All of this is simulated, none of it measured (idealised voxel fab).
Process module, titled voxel local oxidation
In the cross-section labelled cut, the width is 240 nm and each square cell is 5 nm.
Format of a cross-section: grid, square cells. Given as bands. Order: top down. Band: one or more rows of cells. Per band: top height and bottom height in nm, followed by the left-to-right materials and their widths in nm; "everywhere" marks a single material spanning edge to edge, "blank" marks empty space. Zero point of the height axis is 0; under it, received wafer = one material. Lowest band: continues down indefinitely, "0..down". So if you see something like "30->40" for the width, read it as the top row of the band sitting at the first number and the bottom row at the second, with every row in between moving by the same amount as the last. A step reported as "everything unchanged" is a step in which no cell of the cross-section changed. Entry "Trapped cavities". Content: empty spaces with no open connection to the top, size 8 cells or greater. Each: width x height at distance. Distance: from left edge. Unit: nm. It should be noted that, on the line of a given step, the content following the step's settings is a remark produced by the simulator itself with respect to that step. You can add "overlay nm" to a step's line. For a step with a mask, it describes how far the mask lay to the right of its planned position, and a negative number describes a lay to the left.
Plan:
- 1: RECEIVE with material Si
- 2: OXIDIZE with depth nm 5
- 3: CONFORMAL_DEP with material SiN, thk nm 15
- 4: MASKED_ETCH with tone cover, mask id ACTIVE, width nm 90, etch materials SiN, depth nm 15, overlay nm 0
- 5: SELECTIVE_ETCH with etch materials SiO2, depth nm 5
- 6: OXIDIZE with depth nm 10
- 7: STRIP with etch materials SiN
First of the two wafers, run per plan:
Delivered wafer in cross-section: state after step 1:
    0..down: Si everywhere
    Trapped cavities: none
Cross-section of the wafer after step 2:
    0..-5: SiO2 everywhere
    Note: structure below -5 unchanged.
Cross-section of the wafer after step 3:
    15..0: SiN everywhere
    Note: structure below 0 unchanged.
Cross-section of the wafer after step 4:
    15..0: blank 75, SiN 90, blank 75
    Note: structure below 0 unchanged.
Cross-section of the wafer after step 5:
    15..0: blank 75, SiN 90, blank 75
    0..-5: blank 80, SiO2 80, blank 80
    Note: structure below -5 unchanged.
Cross-section of the wafer after step 6:
    15..0: blank 75, SiN 90, blank 75
    0..-5: blank 80, SiO2 80, blank 80
    -5..-15: SiO2 90, Si 60, SiO2 90
    Note: structure below -15 unchanged.
Cross-section of the wafer after step 7:
    0..-5: blank 80, SiO2 80, blank 80
    Note: structure below -5 unchanged.
For the second wafer, take the first wafer's start and plan, then add one mistake made in running it; everything through step 3, that step included, is shared with the first:
Second wafer shown in cross-section at the time step 4 was slated to end:
    15..0: blank 75, SiN 95, blank 70
    Note: structure below 0 unchanged.
Second wafer shown in cross-section at the time step 5 was slated to end:
    15..0: blank 75, SiN 95, blank 70
    0..-5: blank 80, SiO2 85, blank 75
    Note: structure below -5 unchanged.
Second wafer shown in cross-section at the time step 6 was slated to end:
    15..0: blank 75, SiN 95, blank 70
    0..-5: blank 80, SiO2 85, blank 75
    -5..-15: SiO2 90, Si 65, SiO2 85
    Note: structure below -15 unchanged.
Second wafer shown in cross-section at the time step 7 was slated to end:
    0..-5: blank 80, SiO2 85, blank 75
    Note: structure below -5 unchanged.
Against the plan, the run slipped here: step 4 deviated from plan and actually ran as MASKED_ETCH with tone cover, mask id ACTIVE, width nm 95, etch materials SiN, depth nm 15, overlay nm 0
Materials where the second wafer ends with more or fewer cells than the first: Si: 2 more | SiO2: 1 fewer
